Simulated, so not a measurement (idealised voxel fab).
A process module follows: voxel tone inversion.
Cross-sectional view cut (width: 180 nm; square cell size: 5 nm).
Cross-section, as written here: a square-cell grid given band by band from the top down, where a band holds one or more rows of cells. First you get the band's top height and its bottom height, in nm, and then the materials it's made of, left to right, with each width in nm. If you see a single material with "edge to edge", that one covers the band edge to edge. "air" is empty space. Heads up on the height convention: 0 is the point under which the incoming wafer is all one material, and the lowest band has no bottom, it just keeps going down, like "0 nm and below". Width: "30->40" (first number = top row, second number = bottom row, same change from row to row of cells). "no alteration" after a step means that no cell of the cross-section changed. This entry, "Voids, sealed", enumerates those empty regions of no fewer than 8 cells that possess no open connection to the top. Each region is reported in the form width x height at distance, the distance being taken from the left edge, with all three quantities expressed in nm. Note: text after step settings on the step line = simulator remark on that step. A step's line can hold "overlay nm"; with a mask on that step, the setting says how far right of the planned place the mask lay, while a negative setting says it lay to the left.
Below is the list of planned process steps
1 RECEIVE,material Si
2 CONFORMAL_DEP,material SiN,thk nm 5
3 DIRECTIONAL_DEP,material aC,thk nm 15
4 PATTERN,tone cover,mask id POSTS,material resist,width nm 15,pitch nm 40,thk nm 20,overlay nm 0
5 DIRECTIONAL_ETCH,etch materials aC,depth nm 15
6 STRIP,etch materials resist
7 FILL_DEP,material SiO2,thk nm 5
8 CMP,height nm 20
9 STRIP,etch materials aC
First wafer out of two, processed as planned
Cross-section, incoming material, after step 1
	0 nm and below  Si edge to edge
	Voids, sealed: none
Upon completion of step 2, the wafer appears in cross-section as shown
	5 nm to 0 nm  SiN edge to edge
	Unchanged below 0.
Upon completion of step 3, the wafer appears in cross-section as shown
	20 nm to 5 nm  aC edge to edge
	Unchanged below 5.
Upon completion of step 4, the wafer appears in cross-section as shown
	40 nm to 20 nm  air (40); resist (15); air (25); resist (15); air (25); resist (15); air (45)
	Unchanged below 20.
Upon completion of step 5, the wafer appears in cross-section as shown
	25 nm to 20 nm  air (40); resist (15); air (25); resist (15); air (25); resist (15); air (45)
	20 nm to 5 nm  air (40); aC (15); air (25); aC (15); air (25); aC (15); air (45)
	Unchanged below 5.
Upon completion of step 6, the wafer appears in cross-section as shown
	20 nm to 5 nm  air (40); aC (15); air (25); aC (15); air (25); aC (15); air (45)
	Unchanged below 5.
Upon completion of step 7, the wafer appears in cross-section as shown
	25 nm to 20 nm  SiO2 edge to edge
	20 nm to 5 nm  SiO2 (40); aC (15); SiO2 (25); aC (15); SiO2 (25); aC (15); SiO2 (45)
	Unchanged below 5.
Upon completion of step 8, the wafer appears in cross-section as shown
	20 nm to 5 nm  SiO2 (40); aC (15); SiO2 (25); aC (15); SiO2 (25); aC (15); SiO2 (45)
	Unchanged below 5.
Upon completion of step 9, the wafer appears in cross-section as shown
	20 nm to 5 nm  SiO2 (40); air (15); SiO2 (25); air (15); SiO2 (25); air (15); SiO2 (45)
	Unchanged below 5.
The second wafer was prepared from the same starting point and under the same plan as the first; its processing contained one mistake, and it remains indistinguishable from the first wafer up to and including step 1
Second wafer, cross-section, planned end of step 2: no alteration
Second wafer, cross-section, planned end of step 3
	15 nm to 0 nm  aC edge to edge
	Unchanged below 0.
Second wafer, cross-section, planned end of step 4
	35 nm to 15 nm  air (40); resist (15); air (25); resist (15); air (25); resist (15); air (45)
	Unchanged below 15.
Second wafer, cross-section, planned end of step 5
	20 nm to 15 nm  air (40); resist (15); air (25); resist (15); air (25); resist (15); air (45)
	15 nm to 0 nm  air (40); aC (15); air (25); aC (15); air (25); aC (15); air (45)
	Unchanged below 0.
Second wafer, cross-section, planned end of step 6
	15 nm to 0 nm  air (40); aC (15); air (25); aC (15); air (25); aC (15); air (45)
	Unchanged below 0.
Second wafer, cross-section, planned end of step 7
	20 nm to 15 nm  SiO2 edge to edge
	15 nm to 0 nm  SiO2 (40); aC (15); SiO2 (25); aC (15); SiO2 (25); aC (15); SiO2 (45)
	Unchanged below 0.
Second wafer, cross-section, planned end of step 8: no alteration
Second wafer, cross-section, planned end of step 9: no alteration
Error vs. plan: the plan's step 2 was left out and never carried out
It is noted that, at the conclusion of processing, the second wafer exhibits a higher or lower cell count for certain materials relative to the first: SiN -36 | SiO2 +36 | aC +27
